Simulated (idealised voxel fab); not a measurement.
Presented below is a process module, voxel air gaps.
The cross-section on display is named cut; it measures 280 nm wide, and its cells are 5 nm squares.
A cross-section in this document is a grid of square cells, and it is written down as bands, the top band listed before the ones below it; a band is made up of one or more rows of cells. Top, bottom (nm), then materials left to right with widths (nm); lone material tagged "full width" fills the whole band edge to edge; "blank" = empty space. A quick word on heights: they are counted from 0, and under that level the wafer as it came to us is one material throughout. The lowest band is different from the rest in having no bottom; it simply continues downward, written as in "0..down". The expression "30 to 40" gives the width at the extremes of the band, the first number at its top row of cells and the second at its bottom row, with the width changing by equal amounts from each row to the next in between. "no alterations made", as given for a step, is the statement that not any cell of the cross-section underwent a change during that step. "Unvented cavities" specifies each empty space that is not open to the top and that occupies no fewer than 8 cells, using the form width x height at distance, the distance measured from the left edge and all three quantities in nm. On a step's line, text after the settings is the simulator commenting on that step. overlay nm, on a step with a mask: how far to the right of its planned place the mask lay; to the left if negative.
### This section lists the process steps that were planned
| 1 | RECEIVE, material Si |
| 2 | CONFORMAL_DEP, material SiO2, thk nm 10 |
| 3 | CONFORMAL_DEP, material SiCN, thk nm 5 |
| 4 | DIRECTIONAL_DEP, material lowk, thk nm 35 |
| 5 | MASKED_ETCH, tone open, mask id LINES, width nm 15, pitch nm 40, etch materials lowk, depth nm 35, overlay nm 0 |
| 6 | CONFORMAL_DEP, material TiN, thk nm 5 |
| 7 | FILL_DEP, material W, thk nm 10 |
| 8 | CMP, height nm 50 |
| 9 | EPI, material Ru, thk nm 10 |
| 10 | SELECTIVE_ETCH, etch materials lowk, depth nm 45 |
| 11 | CONFORMAL_DEP, material SiCN, thk nm 5 |
### Cross-section of the incoming wafer, state after step 1
* 0..down | Si full width
* Unvented cavities: none
### Module complete - cross-section of the first of two wafers, run according to plan
* 65..60 | blank 55 nm, SiCN 165 nm, blank 60 nm
* 60..50 | blank 55 nm, SiCN 5 nm, Ru 35 nm, SiCN 5 nm, Ru 35 nm, SiCN 5 nm, Ru 35 nm, SiCN 5 nm, Ru 35 nm, SiCN 5 nm, blank 60 nm
* 50..45 | blank 55 nm, SiCN 15 nm, TiN 5 nm, W 5 nm, TiN 5 nm, SiCN 25 nm, TiN 5 nm, W 5 nm, TiN 5 nm, SiCN 25 nm, TiN 5 nm, W 5 nm, TiN 5 nm, SiCN 25 nm, TiN 5 nm, W 5 nm, TiN 5 nm, SiCN 15 nm, blank 60 nm
* 45..20 | blank 65 nm, SiCN 5 nm, TiN 5 nm, W 5 nm, TiN 5 nm, SiCN 5 nm, blank 15 nm, SiCN 5 nm, TiN 5 nm, W 5 nm, TiN 5 nm, SiCN 5 nm, blank 15 nm, SiCN 5 nm, TiN 5 nm, W 5 nm, TiN 5 nm, SiCN 5 nm, blank 15 nm, SiCN 5 nm, TiN 5 nm, W 5 nm, TiN 5 nm, SiCN 5 nm, blank 70 nm
* 20..15 | SiCN 70 nm, TiN 15 nm, SiCN 25 nm, TiN 15 nm, SiCN 25 nm, TiN 15 nm, SiCN 25 nm, TiN 15 nm, SiCN 75 nm
* 15..10 | SiCN full width
* 10..0 | SiO2 full width
* 0..down | Si full width
* Unvented cavities: 15 x 25 at 90; 15 x 25 at 130; 15 x 25 at 170
### Cross-section, second wafer: same start as the first, same plan as the first, one mistake in running it; taken at the end of the module
* 65..60 | SiCN full width
* 60..50 | Ru full width
* 50..15 | TiN full width
* 15..10 | SiCN full width
* 10..0 | SiO2 full width
* 0..down | Si full width
* Unvented cavities: none
Plan not followed: step 4 went in with a setting other than planned; the actual run was DIRECTIONAL_DEP, material TiN, thk nm 35
Final cells, second wafer relative to first, materials higher or lower: +56 Ru | -92 SiCN | +332 TiN | -24 W
Quick summary for you: first wafer finishes at 3 closed voids, second at 0.
